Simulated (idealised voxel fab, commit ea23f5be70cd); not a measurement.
Process module under the name voxel spacer lines
In the cross-section labelled cut, the width is 270 nm and each square cell is 5 nm.
If you're reading a cross-section in this doc, picture square cells in a grid; it comes to you as bands, top ones listed first down to the bottom, and a band can be one or more rows of cells.
Top, bottom (nm), then materials left to right with widths (nm); lone material tagged "everywhere" fills the whole band edge to edge; "empty" = empty space.
The reference from which all heights are counted is 0, the level beneath which the as-received wafer is entirely one material; the lowest band, having no lower bound, proceeds downward and is written after the example "0..down".
You'd read "30->40" like this: the band's top row of cells is as wide as the first number, its bottom row is as wide as the second, and going down, every row changes width by the same amount as the row before did.
Where the words "nothing different" appear for a step, the cross-section shows no cell changed by that step; every cell remained as before.
"Closed void catalog" specifies each empty space that is not open to the top and that occupies no fewer than 8 cells, using the form width x height at distance, the distance measured from the left edge and all three quantities in nm.
Step line, after settings: the simulator's comment on this step.
What "overlay nm" on a step's line means: if the step has a mask, that mask lay this far to the right of its planned place, or, when the value is negative, to the left.

THESE ARE THE STEPS WE PLANNED FOR THE PROCESS
1 RECEIVE: material Si
2 CONFORMAL_DEP: material SiO2, thk nm 10
3 DIRECTIONAL_DEP: material W, thk nm 15
4 DIRECTIONAL_DEP: material polySi, thk nm 30
5 PATTERN: tone cover, mask id MANDREL, material resist, width nm 25, pitch nm 80, thk nm 40, overlay nm 0
6 DIRECTIONAL_ETCH: etch materials polySi, depth nm 30
7 STRIP: etch materials resist
8 CONFORMAL_DEP: material SiN, thk nm 15
9 DIRECTIONAL_ETCH: etch materials SiN, depth nm 15
10 STRIP: etch materials polySi
11 DIRECTIONAL_ETCH: etch materials W, depth nm 15
12 STRIP: etch materials SiN
13 FILL_DEP: material SiO2, thk nm 10
14 CMP: height nm 25

AS RECEIVED, AFTER STEP 1
    0..down | Si everywhere
    Closed void catalog: none

THIS IS HOW THE WAFER LOOKS IN CROSS-SECTION ONCE THE MODULE IS DONE, GIVEN THE STARTING STATE AND PLAN ABOVE AND ONE MISTAKE IN CARRYING THE PLAN OUT
    25..15 | SiO2 everywhere
    15..0 | SiO2=65, then W=15, then SiO2=25, then W=15, then SiO2=25, then W=15, then SiO2=25, then W=15, then SiO2=70
    0..down | Si everywhere
    Closed void catalog: none
Heads up, the wafer didn't run the way we planned it: the plan's step 2 went unexecuted, having been skipped
